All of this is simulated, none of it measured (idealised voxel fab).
process module | voxel wiring stack
The figure presents cross-section cut, which has a width of 300 nm and is divided into square cells with an edge length of 5 nm.
Reading order for cross-sections: top band down to bottom band. Underlying form: a grid of square cells. Band size: one or more rows of cells. The entry gives the band's vertical extent as a top height and a bottom height in nm, then its horizontal make-up as materials from left to right, each with a width in nm. "blank" stands for empty space; a single material marked "edge to edge" fills the band edge to edge. Zero point of the height axis is 0; under it, received wafer = one material. Lowest band: continues down indefinitely, "0..down". Read "30 to 40" as a graded width: first number on top, second number at the bottom, same change between each pair of neighbouring rows. The cross-section has no changed cell in any step marked "remained the same". Basically, "Closed empty spaces" tells you about the enclosed voids: empty spaces with no open way to the top, 8 cells or bigger, each written width x height at distance, where distance is from the left edge, all in nm. Read whatever lies past the settings on a step's line as the simulator's own remark about the step. The optional step-line setting "overlay nm" applies to steps with a mask and quantifies how far to the right of its planned location the mask lay, a negative value indicating leftward placement.
**Process steps foreseen in the plan**
1,RECEIVE,material Si
2,CONFORMAL_DEP,material SiO2,thk nm 15
3,CONFORMAL_DEP,material SiN,thk nm 5
4,DIRECTIONAL_DEP,material SiO2,thk nm 15
5,DIRECTIONAL_DEP,material aC,thk nm 10
6,PATTERN,tone open,mask id METAL_1,material resist,width nm 30,pitch nm 55,thk nm 25,overlay nm 0
7,DIRECTIONAL_ETCH,etch materials aC,depth nm 10
8,STRIP,etch materials resist
9,DIRECTIONAL_ETCH,etch materials SiO2,depth nm 15
10,DIRECTIONAL_ETCH,etch materials SiN,depth nm 5
11,STRIP,etch materials aC
12,CONFORMAL_DEP,material TiN,thk nm 5
13,FILL_DEP,material Ru,thk nm 10
14,CMP,height nm 35
15,CONFORMAL_DEP,material SiCN,thk nm 5
16,DIRECTIONAL_DEP,material lowk,thk nm 30
17,PATTERN,tone open,mask id METAL_2,material resist,width nm 30,pitch nm 55,thk nm 20,overlay nm 0
18,DIRECTIONAL_ETCH,etch materials lowk,depth nm 20
19,STRIP,etch materials resist
20,MASKED_ETCH,tone open,mask id METAL_2_HOLES,width nm 15,pitch nm 55,etch materials lowk,depth nm 10,overlay nm -15
21,MASKED_ETCH,tone open,mask id METAL_2_HOLES,width nm 15,pitch nm 55,etch materials SiCN,depth nm 5,overlay nm 0
22,CONFORMAL_DEP,material TiN,thk nm 5
23,FILL_DEP,material Cu,thk nm 10
24,CMP,height nm 70
25,CONFORMAL_DEP,material SiCN,thk nm 5
26,DIRECTIONAL_DEP,material SiO2,thk nm 30
27,MASKED_ETCH,tone open,mask id METAL_3_HOLES,width nm 15,pitch nm 55,etch materials SiO2,depth nm 30,overlay nm 0
28,MASKED_ETCH,tone open,mask id METAL_3,width nm 30,pitch nm 55,etch materials SiO2,depth nm 20,overlay nm 0
29,MASKED_ETCH,tone open,mask id METAL_3,width nm 30,pitch nm 55,etch materials SiCN,depth nm 5,overlay nm 0
30,CONFORMAL_DEP,material TiN,thk nm 5
31,FILL_DEP,material Cu,thk nm 5
32,CMP,height nm 105
33,CONFORMAL_DEP,material SiCN,thk nm 5
34,DIRECTIONAL_DEP,material lowk,thk nm 30
35,MASKED_ETCH,tone open,mask id METAL_4_HOLES,width nm 15,pitch nm 55,etch materials lowk,depth nm 30,overlay nm 0
36,DIRECTIONAL_DEP,material aC,thk nm 10
37,PATTERN,tone open,mask id METAL_4,material resist,width nm 30,pitch nm 55,thk nm 30,overlay nm 0
38,DIRECTIONAL_ETCH,etch materials aC,depth nm 10
39,STRIP,etch materials resist
40,DIRECTIONAL_ETCH,etch materials lowk,depth nm 20
41,DIRECTIONAL_ETCH,etch materials SiCN,depth nm 5
42,STRIP,etch materials aC
43,CONFORMAL_DEP,material TiN,thk nm 5
44,FILL_DEP,material Cu,thk nm 5
45,CMP,height nm 140
46,CONFORMAL_DEP,material SiN,thk nm 5
Heads up: all these wafers start the same, and what changes between them is the overlay nm in step 20. The value you see in the plan is just what the first wafer got.
**The first of several wafers as received, shown in cross-section; this is its state after step 1**
0..down: Si edge to edge
Closed empty spaces: none
**Here is how to read the rows: every wafer has a row, and it shows the wafer at the end of the module, giving for each material how many cells were gained (+) or lost (-) since the wafer was received, then listing its closed voids**
overlay nm -15, +135 Cu, +36 Ru, +162 SiCN, +102 SiN, +576 SiO2, +189 TiN, +540 lowk, Closed empty spaces: none
overlay nm -10, +132 Cu, +36 Ru, +159 SiCN, +102 SiN, +576 SiO2, +195 TiN, +540 lowk, Closed empty spaces: none
overlay nm -5, +129 Cu, +36 Ru, +156 SiCN, +102 SiN, +576 SiO2, +201 TiN, +540 lowk, Closed empty spaces: none
overlay nm 0, +135 Cu, +36 Ru, +153 SiCN, +102 SiN, +576 SiO2, +198 TiN, +540 lowk, Closed empty spaces: none
overlay nm 5, +132 Cu, +36 Ru, +156 SiCN, +102 SiN, +576 SiO2, +198 TiN, +540 lowk, Closed empty spaces: none
overlay nm 10, +132 Cu, +36 Ru, +159 SiCN, +102 SiN, +576 SiO2, +195 TiN, +540 lowk, Closed empty spaces: none
overlay nm 15, +132 Cu, +36 Ru, +162 SiCN, +102 SiN, +576 SiO2, +192 TiN, +540 lowk, Closed empty spaces: none
